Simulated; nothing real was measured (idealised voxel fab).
process module | voxel self aligned contacts
cross-section cut | 235 nm wide | cells 5 nm
A cross-section is a grid of square cells, given in bands from the top down. A band is one or more rows of cells.
Each band's line starts with the height of the band's top and of its bottom, in nm. Then come its materials from left to right, each with its width in nm. One material with "throughout" fills the band from edge to edge. "air" is empty space.
Height 0 is the level under which the wafer as received is all one material. The lowest band goes on downwards, as in "0 down".
A width such as "30 to 40" changes by the same amount from each row of cells to the next, from the band's top row to its bottom row.
"no change" after a step means that no cell of the cross-section changed.
closed voids: empty space of 8 cells or more with no open way to the top, each as width x height at its distance from the left edge, in nm
after a step's settings: what the simulator itself notes on the step
overlay nm, on a step with a mask: how far to the right of its planned place the mask lay; to the left if negative
plan
1 op RECEIVE | material Si
2 op CONFORMAL_DEP | material SiO2 | thk nm 5
3 op DIRECTIONAL_DEP | material polySi | thk nm 30
4 op DIRECTIONAL_DEP | material SiN | thk nm 15
5 op PATTERN | tone cover | mask id GATE | material resist | width nm 25 | pitch nm 50 | thk nm 20 | overlay nm 0
6 op DIRECTIONAL_ETCH | etch materials SiN | depth nm 15
7 op DIRECTIONAL_ETCH | etch materials polySi | depth nm 30
8 op STRIP | etch materials resist
9 op CONFORMAL_DEP | material SiN | thk nm 5
10 op DIRECTIONAL_ETCH | etch materials SiN | depth nm 5
11 op FILL_DEP | material SiO2 | thk nm 15
12 op CMP | height nm 60
13 op PATTERN | tone open | mask id CONTACT | material resist | width nm 35 | pitch nm 50 | thk nm 15 | overlay nm 0
14 op DIRECTIONAL_ETCH | etch materials SiO2 | depth nm 60
15 op STRIP | etch materials resist
16 op CONFORMAL_DEP | material TiN | thk nm 5
17 op FILL_DEP | material Ru | thk nm 10
18 op CMP | height nm 60
19 op CONFORMAL_DEP | material SiCN | thk nm 5
as received, after step 1
  0 down: Si throughout
  closed voids: none
a wafer at the end: this start, this plan, one mistake
  65 to 60: SiCN throughout
  60 to 40: SiO2 50 | SiN 5 | polySi 25 | SiN 5 | TiN 5 | Ru 5 | TiN 5 | SiN 5 | polySi 25 | SiN 5 | TiN 5 | Ru 5 | TiN 5 | SiN 5 | polySi 25 | SiN 5 | SiO2 50
  40 to 35: SiO2 50 | SiN 5 | polySi 25 | SiN 5 | TiN 15 | SiN 5 | polySi 25 | SiN 5 | TiN 15 | SiN 5 | polySi 25 | SiN 5 | SiO2 50
  35 to 5: polySi throughout
  5 to 0: SiO2 throughout
  0 down: Si throughout
  closed voids: none
what went wrong: step 3 was run twice
